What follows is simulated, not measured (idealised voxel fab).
Presented below is a process module, voxel gate over fins.
Cross-section cut spans 250 nm and uses square cells 5 nm in size.
A cross-section is a grid of square cells, given in bands from the top down. A band is one or more rows of cells.
Top height, bottom height, nm. Materials left to right, width each, nm. Single material + "throughout" = fills band edge to edge. "blank" = empty.
All heights in this document are referenced to 0, defined as the level beneath which the wafer, as received, consists entirely of one material. The lowest band is not bounded below; it extends indefinitely downward and is written in the form "0..down".
Graded width ("30 to 40"): value in top row of band = first number; value in bottom row = second number; row-to-row change constant.
You'll sometimes find "remained unchanged" written for a step, and that's the way of saying that nowhere in the cross-section did a cell change during that step.
In "Non-vented voids" the enclosed voids are listed, meaning empty spaces of 8 cells or larger without any opening to the top. The form is width x height at distance, distance from the left edge, units nm.
If you see something after the settings on a step's line, that's the simulator's own remark about that step.
Steps that use a mask can have "overlay nm" on their line. It says how far the mask sat to the right of where it was meant to be. Negative means to the left.
-- The steps planned for the process are as follows
1,op RECEIVE | material Si
2,op CONFORMAL_DEP | material SiN | thk nm 5
3,op PATTERN | tone cover | mask id FINS | material resist | width nm 15 | pitch nm 40 | thk nm 15 | overlay nm 0
4,op DIRECTIONAL_ETCH | etch materials SiN | depth nm 5
5,op DIRECTIONAL_ETCH | etch materials Si | depth nm 35
6,op STRIP | etch materials resist
7,op FILL_DEP | material SiO2 | thk nm 15
8,op CMP | height nm 5
9,op SELECTIVE_ETCH | etch materials SiO2 | depth nm 15
10,op STRIP | etch materials SiN
11,op CONFORMAL_DEP | material HfO2 | thk nm 5
12,op CONFORMAL_DEP | material TiN | thk nm 5
13,op CONFORMAL_DEP | material TiAl | thk nm 5
14,op CONFORMAL_DEP | material TiN | thk nm 5
15,op FILL_DEP | material W | thk nm 10
16,op CMP | height nm 25
17,op CONFORMAL_DEP | material SiN | thk nm 10
-- Cross-section of the wafer at receipt, which is the condition after step 1
* 0..down: Si throughout
* Non-vented voids: none
-- Module complete, cross-section. Starting point and plan per above. One mistake made in running the module
* 35..25: SiN throughout
* 25..20: W throughout
* 20..15: 35 nm W / 175 nm TiN / 40 nm W
* 15..10: 35 nm W / 5 nm TiN / 165 nm TiAl / 5 nm TiN / 40 nm W
* 10..5: 40 nm TiN / 5 nm TiAl / 35 nm TiN / 5 nm TiAl / 35 nm TiN / 5 nm TiAl / 35 nm TiN / 5 nm TiAl / 35 nm TiN / 5 nm TiAl / 45 nm TiN
* 5..0: 45 nm TiAl / 5 nm TiN / 25 nm HfO2 / 5 nm TiN / 5 nm TiAl / 5 nm TiN / 25 nm HfO2 / 5 nm TiN / 5 nm TiAl / 5 nm TiN / 25 nm HfO2 / 5 nm TiN / 5 nm TiAl / 5 nm TiN / 25 nm HfO2 / 5 nm TiN / 50 nm TiAl
* 0..-5: 50 nm TiN / 5 nm HfO2 / 15 nm Si / 5 nm HfO2 / 15 nm TiN / 5 nm HfO2 / 15 nm Si / 5 nm HfO2 / 15 nm TiN / 5 nm HfO2 / 15 nm Si / 5 nm HfO2 / 15 nm TiN / 5 nm HfO2 / 15 nm Si / 5 nm HfO2 / 55 nm TiN
* -5..-10: 55 nm HfO2 / 15 nm Si / 25 nm HfO2 / 15 nm Si / 25 nm HfO2 / 15 nm Si / 25 nm HfO2 / 15 nm Si / 60 nm HfO2
* -10..-40: 55 nm SiO2 / 15 nm Si / 25 nm SiO2 / 15 nm Si / 25 nm SiO2 / 15 nm Si / 25 nm SiO2 / 15 nm Si / 60 nm SiO2
* -40..down: Si throughout
* Non-vented voids: none
Short version of what went wrong: not per plan at step 5, really ran op DIRECTIONAL_ETCH | etch materials Si | depth nm 40
